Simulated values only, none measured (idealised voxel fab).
Process module in this document: voxel released beams
cross-section cut | 245 nm wide | cells 5 nm
A cross-section is a grid of square cells, given in bands from the top down. A band is one or more rows of cells. This entry defines a band. It first specifies the height of the band's top and the height of its bottom in nm, and then specifies the band's materials from left to right, stating each material with its width in nm. The word "edge to edge" identifies a single material that fills the band from edge to edge, while the word "air" identifies empty space. Ref level 0: as-received wafer is one material below here. Bottom band extends down with no lower bound ("0 nm and below"). Top row gets the first number, bottom row gets the second, and each row in between changes by the same step: that is how a band width like "30 to 40" works. Take "no alteration" at face value: in the step it is given for, the cross-section changed in none of its cells. Empty spaces without an open route to the top, at least 8 cells in extent, make up the entry "Trapped void list"; each is given as width x height at distance, where the distance is measured from the left edge, and all are in nm. The remark found on a step's line after its settings is issued by the simulator itself and pertains to that step. The "overlay nm" setting may appear on a step's line; for a step that uses a mask, it gives how far to the right of its planned position the mask lay, and a negative value indicates the left.

Planned step list for the process:
step 1: RECEIVE,material Si
step 2: CONFORMAL_DEP,material SiN,thk nm 5
step 3: DIRECTIONAL_DEP,material SiO2,thk nm 10
step 4: DIRECTIONAL_DEP,material aC,thk nm 15
step 5: PATTERN,tone open,mask id ANCHOR,material resist,width nm 35,thk nm 35,overlay nm 0
step 6: DIRECTIONAL_ETCH,etch materials aC,depth nm 15
step 7: STRIP,etch materials resist
step 8: DIRECTIONAL_ETCH,etch materials SiO2,depth nm 10
step 9: STRIP,etch materials aC
step 10: CONFORMAL_DEP,material polySi,thk nm 15
step 11: PATTERN,tone cover,mask id BEAM,material resist,width nm 110,thk nm 15,overlay nm 0
step 12: DIRECTIONAL_ETCH,etch materials polySi,depth nm 15
step 13: STRIP,etch materials resist
step 14: STRIP,etch materials SiO2

As-received wafer cross-section (after step 1):
	0 nm and below: Si edge to edge
	Trapped void list: none

first wafer at the end, as planned:
	30 nm to 20 nm: air: 65  polySi: 20  air: 5  polySi: 85  air: 70
	20 nm to 15 nm: air: 65  polySi: 110  air: 70
	15 nm to 5 nm: air: 70  polySi: 35  air: 140
	5 nm to 0 nm: SiN edge to edge
	0 nm and below: Si edge to edge
	Trapped void list: none

Wafer two, end of module, cross-section. Same start, same plan as wafer one. One mistake in the run:
	30 nm to 20 nm: air: 65  polySi: 55  air: 125
	20 nm to 15 nm: air: 65  polySi: 110  air: 70
	15 nm to 5 nm: air: 55  polySi: 15  SiO2: 35  polySi: 70  air: 70
	5 nm to 0 nm: SiN edge to edge
	0 nm and below: Si edge to edge
	Trapped void list: none
Which mistake was made when the wafer was run? step 5 did not use the planned setting and instead ran as PATTERN,tone cover,mask id ANCHOR,material resist,width nm 35,thk nm 35,overlay nm 0
FYI, end of process, the second wafer has more or fewer cells of some materials than the first: 14 more of SiO2
